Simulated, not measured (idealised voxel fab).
Module name: voxel self aligned vias (process module)
The cross-section shown here is cut; it is 210 nm wide and divided into square cells measuring 5 nm on a side.
Cross-section layout: square cells on a grid; listed as bands, top to bottom; a band spans one or more cell rows. What a band's entry tells you: where the top is and where the bottom is, as heights in nm, and after that what lies inside, material by material from left to right, each with its width in nm. Empty space is written as the word "empty", and a single material marked with the word "edge to edge" occupies the band from edge to edge. Where do heights start? At 0: under that level the wafer as delivered is made of one material only. And the lowest band has no floor; it just carries on downward, as in "0..down". Graded width ("30 to 40"): value in top row of band = first number; value in bottom row = second number; row-to-row change constant. It should be understood that the words "same as before", when stated for a given step, signify that the cross-section underwent no change in any of its cells during that step. Enclosed voids (no open way to top), threshold 8 cells or more, entry "Voids, sealed", notation width x height at distance, distance from left edge, nm. Note: text after step settings on the step line = simulator remark on that step. On any step carrying a mask, the "overlay nm" setting, if present on the step's line, tells how far right of its planned place the mask lay; negative values point to the left.
## Listed below are the process steps as planned
1. RECEIVE (material Si)
2. CONFORMAL_DEP (material SiO2; thk nm 10)
3. CONFORMAL_DEP (material SiCN; thk nm 5)
4. DIRECTIONAL_DEP (material lowk; thk nm 20)
5. PATTERN (tone open; mask id LINES; material resist; width nm 30; pitch nm 55; thk nm 15; overlay nm 0)
6. DIRECTIONAL_ETCH (etch materials lowk; depth nm 20)
7. STRIP (etch materials resist)
8. CONFORMAL_DEP (material TiN; thk nm 5)
9. FILL_DEP (material Ru; thk nm 10)
10. CMP (height nm 35)
11. SELECTIVE_ETCH (etch materials W Ru TiN; depth nm 5)
12. FILL_DEP (material SiN; thk nm 5)
13. CMP (height nm 35)
14. DIRECTIONAL_DEP (material lowk; thk nm 20)
15. MASKED_ETCH (tone open; mask id VIAS; width nm 40; etch materials lowk; depth nm 20; overlay nm 0)
16. MASKED_ETCH (tone open; mask id VIAS; width nm 40; etch materials SiN; depth nm 5; overlay nm 0)
17. CONFORMAL_DEP (material TiN; thk nm 5)
18. FILL_DEP (material W; thk nm 10)
19. CMP (height nm 55)
20. CONFORMAL_DEP (material SiN; thk nm 5)
varied across the wafers: thk nm of step 17. The plan shows the first wafer's value. All wafers start alike
## Received wafers, first of several: cross-section after step 1
	0..down = Si edge to edge
	Voids, sealed: none
## Below is a per-wafer table. In it, each row describes the wafer at the end of the module by giving, for each material, the number of cells gained (+) or lost (-) since the wafer was received, and after that the closed voids of the wafer
thk nm 5 | +16 Ru | +42 SiCN | +48 SiN | +84 SiO2 | +36 TiN | +22 W | +256 lowk | Voids, sealed: none
thk nm 10 | +16 Ru | +42 SiCN | +48 SiN | +84 SiO2 | +48 TiN | +10 W | +256 lowk | Voids, sealed: none
thk nm 15 | +16 Ru | +42 SiCN | +48 SiN | +84 SiO2 | +56 TiN | +2 W | +256 lowk | Voids, sealed: none
thk nm 20 | +16 Ru | +42 SiCN | +48 SiN | +84 SiO2 | +58 TiN | +256 lowk | Voids, sealed: none
